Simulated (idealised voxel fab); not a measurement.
process module | voxel trench capacitor
cross-section cut | 290 nm wide | cells 5 nm
A cross-section is a grid of square cells, given in bands from the top down. A band is one or more rows of cells.
Each band's line starts with the height of the band's top and of its bottom, in nm. Then come its materials from left to right, each with its width in nm. One material with "throughout" fills the band from edge to edge. "air" is empty space.
Height 0 is the level under which the wafer as received is all one material. The lowest band goes on downwards, as in "0 down".
A width such as "30 to 40" changes by the same amount from each row of cells to the next, from the band's top row to its bottom row.
"no change" after a step means that no cell of the cross-section changed.
closed voids: empty space of 8 cells or more with no open way to the top, each as width x height at its distance from the left edge, in nm
after a step's settings: what the simulator itself notes on the step
overlay nm, on a step with a mask: how far to the right of its planned place the mask lay; to the left if negative
plan
1 op RECEIVE | material Si
2 op CONFORMAL_DEP | material SiN | thk nm 10
3 op DIRECTIONAL_DEP | material aC | thk nm 15
4 op PATTERN | tone open | mask id TRENCH | material resist | width nm 25 | pitch nm 50 | thk nm 30 | overlay nm 0
5 op DIRECTIONAL_ETCH | etch materials aC | depth nm 15
6 op STRIP | etch materials resist
7 op DIRECTIONAL_ETCH | etch materials SiN | depth nm 10
8 op DIRECTIONAL_ETCH | etch materials Si | depth nm 40
9 op STRIP | etch materials aC
10 op CONFORMAL_DEP | material HfO2 | thk nm 5
11 op CONFORMAL_DEP | material TiN | thk nm 5
12 op FILL_DEP | material W | thk nm 5
13 op CMP | height nm 10
as received, after step 1
  0 down: Si throughout
  closed voids: none
first wafer at the end, as planned
  10 to 0: SiN 55 | HfO2 5 | TiN 5 | W 5 | TiN 5 | HfO2 5 | SiN 25 | HfO2 5 | TiN 5 | W 5 | TiN 5 | HfO2 5 | SiN 25 | HfO2 5 | TiN 5 | W 5 | TiN 5 | HfO2 5 | SiN 25 | HfO2 5 | TiN 5 | W 5 | TiN 5 | HfO2 5 | SiN 60
  0 to -30: Si 55 | HfO2 5 | TiN 5 | W 5 | TiN 5 | HfO2 5 | Si 25 | HfO2 5 | TiN 5 | W 5 | TiN 5 | HfO2 5 | Si 25 | HfO2 5 | TiN 5 | W 5 | TiN 5 | HfO2 5 | Si 25 | HfO2 5 | TiN 5 | W 5 | TiN 5 | HfO2 5 | Si 60
  -30 to -35: Si 55 | HfO2 5 | TiN 15 | HfO2 5 | Si 25 | HfO2 5 | TiN 15 | HfO2 5 | Si 25 | HfO2 5 | TiN 15 | HfO2 5 | Si 25 | HfO2 5 | TiN 15 | HfO2 5 | Si 60
  -35 to -40: Si 55 | HfO2 25 | Si 25 | HfO2 25 | Si 25 | HfO2 25 | Si 25 | HfO2 25 | Si 60
  -40 down: Si throughout
  closed voids: none
second wafer at the end: like start, like plan, one mistake
  10 to 0: SiN 55 | TiN 5 | HfO2 5 | W 5 | HfO2 5 | TiN 5 | SiN 25 | TiN 5 | HfO2 5 | W 5 | HfO2 5 | TiN 5 | SiN 25 | TiN 5 | HfO2 5 | W 5 | HfO2 5 | TiN 5 | SiN 25 | TiN 5 | HfO2 5 | W 5 | HfO2 5 | TiN 5 | SiN 60
  0 to -30: Si 55 | TiN 5 | HfO2 5 | W 5 | HfO2 5 | TiN 5 | Si 25 | TiN 5 | HfO2 5 | W 5 | HfO2 5 | TiN 5 | Si 25 | TiN 5 | HfO2 5 | W 5 | HfO2 5 | TiN 5 | Si 25 | TiN 5 | HfO2 5 | W 5 | HfO2 5 | TiN 5 | Si 60
  -30 to -35: Si 55 | TiN 5 | HfO2 15 | TiN 5 | Si 25 | TiN 5 | HfO2 15 | TiN 5 | Si 25 | TiN 5 | HfO2 15 | TiN 5 | Si 25 | TiN 5 | HfO2 15 | TiN 5 | Si 60
  -35 to -40: Si 55 | TiN 25 | Si 25 | TiN 25 | Si 25 | TiN 25 | Si 25 | TiN 25 | Si 60
  -40 down: Si throughout
  closed voids: none
what went wrong: steps 10 and 11 were swapped
at the end the second wafer has, in cells: 16 fewer of HfO2 | 16 more of TiN
